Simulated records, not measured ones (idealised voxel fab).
You're looking at the process module voxel transistor to metal.
Each square cell in cross-section cut measures 5 nm, and the section as a whole is 270 nm wide.
The cross-sections in this document take the form of a grid made of square cells. They are written out as bands, in order from top to bottom. Each band consists of one or more rows of cells.
It is stipulated that each band's entry specify, in nanometres, the height of the top of the band and then that of its bottom, followed by the materials of the band in left-to-right sequence, each together with its width in nanometres. A single material marked by the word "everywhere" is understood to fill the band from edge to edge; the word "blank" is understood to denote empty space.
Counting heights begins at 0, where everything beneath is, in the wafer as received, one material. The lowest band has no bottom; it goes on downwards, as "0 and below" shows.
With a width like "30..40", each row of cells in the band differs from the next by the same amount, the top row carrying the first number and the bottom row the second.
"remained the same", as given for a step, is the statement that not any cell of the cross-section underwent a change during that step.
Reported under the label "Unvented cavities" are the empty spaces having no open way to the top and comprising 8 cells or more; the notation for each is width x height at distance, in which the distance is measured from the left edge and all three values are in nm.
If you see something after the settings on a step's line, that's the simulator's own remark about that step.
The "overlay nm" setting may appear on a step's line; for a step that uses a mask, it gives how far to the right of its planned position the mask lay, and a negative value indicates the left.
LISTED BELOW ARE THE PROCESS STEPS AS PLANNED
step 1: RECEIVE: material Si
step 2: CONFORMAL_DEP: material SiO2, thk nm 5
step 3: CONFORMAL_DEP: material SiN, thk nm 15
step 4: DIRECTIONAL_DEP: material aC, thk nm 15
step 5: PATTERN: tone cover, mask id ACTIVE, material resist, width nm 105, pitch nm 135, thk nm 30, overlay nm 0
step 6: DIRECTIONAL_ETCH: etch materials aC, depth nm 15
step 7: STRIP: etch materials resist
step 8: DIRECTIONAL_ETCH: etch materials SiN, depth nm 15
step 9: DIRECTIONAL_ETCH: etch materials SiO2, depth nm 5
step 10: DIRECTIONAL_ETCH: etch materials Si, depth nm 25
step 11: STRIP: etch materials aC
step 12: OXIDIZE: depth nm 5
step 13: FILL_DEP: material SiO2, thk nm 5
step 14: CMP: height nm 20
step 15: SELECTIVE_ETCH: etch materials SiO2, depth nm 5
step 16: STRIP: etch materials SiN
step 17: SELECTIVE_ETCH: etch materials SiO2, depth nm 5
step 18: OXIDIZE: depth nm 5
step 19: DIRECTIONAL_DEP: material polySi, thk nm 20
step 20: DIRECTIONAL_DEP: material SiCN, thk nm 10
step 21: MASKED_ETCH: tone cover, mask id GATE, width nm 25, pitch nm 135, etch materials SiCN, depth nm 20, overlay nm 0
step 22: MASKED_ETCH: tone cover, mask id GATE, width nm 25, pitch nm 135, etch materials polySi, depth nm 30, overlay nm 0
step 23: CONFORMAL_DEP: material SiN, thk nm 5
step 24: DIRECTIONAL_ETCH: etch materials SiN, depth nm 5
step 25: DIRECTIONAL_ETCH: etch materials SiO2, depth nm 5
step 26: DIRECTIONAL_ETCH: etch materials Si, depth nm 10
step 27: EPI: material pSi, thk nm 15
step 28: FILL_DEP: material SiO2, thk nm 10
step 29: CMP: height nm 30
step 30: DIRECTIONAL_DEP: material SiO2, thk nm 10
step 31: PATTERN: tone open, mask id CONTACT, material resist, width nm 25, thk nm 20, overlay nm -10
step 32: DIRECTIONAL_ETCH: etch materials SiO2, depth nm 40
step 33: STRIP: etch materials resist
step 34: CONFORMAL_DEP: material TiN, thk nm 5
step 35: FILL_DEP: material Ru, thk nm 5
step 36: CMP: height nm 40
step 37: CONFORMAL_DEP: material SiN, thk nm 5
step 38: DIRECTIONAL_DEP: material lowk, thk nm 25
step 39: PATTERN: tone open, mask id METAL_1, material resist, width nm 15, thk nm 20, overlay nm 0
step 40: DIRECTIONAL_ETCH: etch materials lowk, depth nm 25
step 41: DIRECTIONAL_ETCH: etch materials SiN, depth nm 5
step 42: STRIP: etch materials resist
step 43: CONFORMAL_DEP: material TiN, thk nm 5
step 44: FILL_DEP: material Ru, thk nm 5
step 45: CMP: height nm 70
step 46: CONFORMAL_DEP: material SiCN, thk nm 5
The plan shows the overlay nm of step 31 as the first wafer had it; this setting differs between the wafers, which start out alike.
INCOMING STATE OF THE FIRST OF SEVERAL WAFERS IN CROSS-SECTION: AFTER STEP 1
- 0 and below  Si everywhere
- Unvented cavities: none
PER WAFER (ROW), END OF MODULE: DELTA IN CELLS PER MATERIAL SINCE RECEIPT, (+) FOR GAINED, (-) FOR LOST; CLOSED VOIDS AFTER THAT
overlay nm -10, +72 Ru, -182 Si, +74 SiCN, +74 SiN, +302 SiO2, +120 TiN, +210 lowk, +100 pSi, +40 polySi, Unvented cavities: none
overlay nm -5, +76 Ru, -182 Si, +74 SiCN, +74 SiN, +294 SiO2, +124 TiN, +210 lowk, +100 pSi, +40 polySi, Unvented cavities: none
overlay nm 0, +80 Ru, -182 Si, +74 SiCN, +74 SiN, +286 SiO2, +128 TiN, +210 lowk, +100 pSi, +40 polySi, Unvented cavities: none
overlay nm 5, +76 Ru, -182 Si, +74 SiCN, +74 SiN, +294 SiO2, +124 TiN, +210 lowk, +100 pSi, +40 polySi, Unvented cavities: none
overlay nm 10, +72 Ru, -182 Si, +74 SiCN, +74 SiN, +302 SiO2, +120 TiN, +210 lowk, +100 pSi, +40 polySi, Unvented cavities: none
